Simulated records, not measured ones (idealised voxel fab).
The document below concerns the process module designated voxel gate over fins.
Cross-sectional view cut (width: 155 nm; square cell size: 5 nm).
Reading order for cross-sections: top band down to bottom band. Underlying form: a grid of square cells. Band size: one or more rows of cells. It is stipulated that each band's entry specify, in nanometres, the height of the top of the band and then that of its bottom, followed by the materials of the band in left-to-right sequence, each together with its width in nanometres. A single material marked by the word "everywhere" is understood to fill the band from edge to edge; the word "blank" is understood to denote empty space. We count height from 0. Below that, the starting wafer is all one material. The lowest band never ends at the bottom but goes on down; see "from 0 down" for how that is written. Think of "30..40" as a width that walks from the first number to the second as you go down the band, top row to bottom row, taking equal-sized steps from row to row. "nothing altered" for a step: no cell of the cross-section changed in that step. Closed void catalog: empty space of 8 cells or more with no open way to the top, each as width x height at its distance from the left edge, in nm. Whatever follows a step's settings on its line is a remark the simulator itself makes about that step. What "overlay nm" on a step's line means: if the step has a mask, that mask lay this far to the right of its planned place, or, when the value is negative, to the left.

## Here's what the planned process steps look like
- 1: RECEIVE with material Si
- 2: CONFORMAL_DEP with material SiN, thk nm 10
- 3: PATTERN with tone cover, mask id FINS, material resist, width nm 15, pitch nm 55, thk nm 15, overlay nm 0
- 4: DIRECTIONAL_ETCH with etch materials SiN, depth nm 10
- 5: DIRECTIONAL_ETCH with etch materials Si, depth nm 30
- 6: STRIP with etch materials resist
- 7: FILL_DEP with material SiO2, thk nm 15
- 8: CMP with height nm 10
- 9: DIRECTIONAL_DEP with material aC, thk nm 15
- 10: PATTERN with tone open, mask id RAIL, material resist, width nm 15, thk nm 30, overlay nm -15
- 11: DIRECTIONAL_ETCH with etch materials aC, depth nm 15
- 12: STRIP with etch materials resist
- 13: DIRECTIONAL_ETCH with etch materials SiO2, depth nm 35
- 14: STRIP with etch materials aC
- 15: CONFORMAL_DEP with material TiN, thk nm 5
- 16: FILL_DEP with material Ru, thk nm 5
- 17: CMP with height nm 10
- 18: SELECTIVE_ETCH with etch materials W Ru TiN, depth nm 30
- 19: FILL_DEP with material SiO2, thk nm 5
- 20: CMP with height nm 10
- 21: SELECTIVE_ETCH with etch materials SiO2, depth nm 20
- 22: STRIP with etch materials SiN
- 23: CONFORMAL_DEP with material HfO2, thk nm 5
- 24: CONFORMAL_DEP with material TiN, thk nm 5
- 25: FILL_DEP with material W, thk nm 15
- 26: CMP with height nm 20
- 27: CONFORMAL_DEP with material SiN, thk nm 10
Split variable: overlay nm, step 10. Plan value = first wafer. Wafers start alike.

## The first of several wafers as received, shown in cross-section; this is its state after step 1
> from 0 down  Si everywhere
> Closed void catalog: none

## Each row below is a wafer at the end of the module, listing for every material the number of cells it has gained (+) or lost (-) since it was received, followed by its closed voids
overlay nm -15, +43 HfO2, -132 Si, +62 SiN, +86 SiO2, +45 TiN, +82 W, Closed void catalog: none
overlay nm -10, +43 HfO2, -132 Si, +62 SiN, +85 SiO2, +46 TiN, +82 W, Closed void catalog: none
overlay nm -5, +43 HfO2, -132 Si, +62 SiN, +85 SiO2, +46 TiN, +82 W, Closed void catalog: none
overlay nm 0, +43 HfO2, -132 Si, +62 SiN, +85 SiO2, +46 TiN, +82 W, Closed void catalog: none
overlay nm 5, +43 HfO2, -132 Si, +62 SiN, +85 SiO2, +46 TiN, +82 W, Closed void catalog: none
overlay nm 10, +43 HfO2, -132 Si, +62 SiN, +85 SiO2, +46 TiN, +82 W, Closed void catalog: none
overlay nm 15, +43 HfO2, -132 Si, +62 SiN, +85 SiO2, +46 TiN, +82 W, Closed void catalog: none
